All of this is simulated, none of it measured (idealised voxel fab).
process module | voxel air gaps
cross-section cut | 205 nm wide | cells 5 nm
A cross-section is a grid of square cells, given in bands from the top down. A band is one or more rows of cells.
Each band's line starts with the height of the band's top and of its bottom, in nm. Then come its materials from left to right, each with its width in nm. One material with "throughout" fills the band from edge to edge. "air" is empty space.
Height 0 is the level under which the wafer as received is all one material. The lowest band goes on downwards, as in "0 down".
A width such as "30 to 40" changes by the same amount from each row of cells to the next, from the band's top row to its bottom row.
"no change" after a step means that no cell of the cross-section changed.
closed voids: empty space of 8 cells or more with no open way to the top, each as width x height at its distance from the left edge, in nm
after a step's settings: what the simulator itself notes on the step
overlay nm, on a step with a mask: how far to the right of its planned place the mask lay; to the left if negative
plan
1 op RECEIVE | material Si
2 op CONFORMAL_DEP | material SiO2 | thk nm 15
3 op CONFORMAL_DEP | material SiN | thk nm 5
4 op DIRECTIONAL_DEP | material lowk | thk nm 40
5 op DIRECTIONAL_DEP | material aC | thk nm 15
6 op PATTERN | tone open | mask id LINES | material resist | width nm 25 | pitch nm 50 | thk nm 30 | overlay nm 0
7 op DIRECTIONAL_ETCH | etch materials aC | depth nm 15
8 op STRIP | etch materials resist
9 op DIRECTIONAL_ETCH | etch materials lowk | depth nm 40
10 op STRIP | etch materials aC
11 op CONFORMAL_DEP | material TiN | thk nm 5
12 op FILL_DEP | material W | thk nm 10
13 op CMP | height nm 60
14 op EPI | material Ru | thk nm 10
15 op SELECTIVE_ETCH | etch materials lowk | depth nm 50
16 op CONFORMAL_DEP | material SiCN | thk nm 5
as received, after step 1
  0 down: Si throughout
  closed voids: none
a wafer at the end: this start, this plan, one mistake
  75 to 70: air 25 | SiCN 155 | air 25
  70 to 60: air 25 | SiCN 5 | Ru 45 | SiCN 5 | Ru 45 | SiCN 5 | Ru 45 | SiCN 5 | air 25
  60 to 55: air 25 | SiCN 15 | TiN 5 | W 15 | TiN 5 | SiCN 25 | TiN 5 | W 15 | TiN 5 | SiCN 25 | TiN 5 | W 15 | TiN 5 | SiCN 15 | air 25
  55 to 40: air 35 | SiCN 5 | TiN 5 | W 15 | TiN 5 | SiCN 5 | air 15 | SiCN 5 | TiN 5 | W 15 | TiN 5 | SiCN 5 | air 15 | SiCN 5 | TiN 5 | W 15 | TiN 5 | SiCN 5 | air 35
  40 to 35: SiCN 40 | TiN 25 | SiCN 25 | TiN 25 | SiCN 25 | TiN 25 | SiCN 40
  35 to 30: SiN throughout
  30 to 0: SiO2 throughout
  0 down: Si throughout
  closed voids: 15 x 15 at 70; 15 x 15 at 120
what went wrong: step 2 was run twice
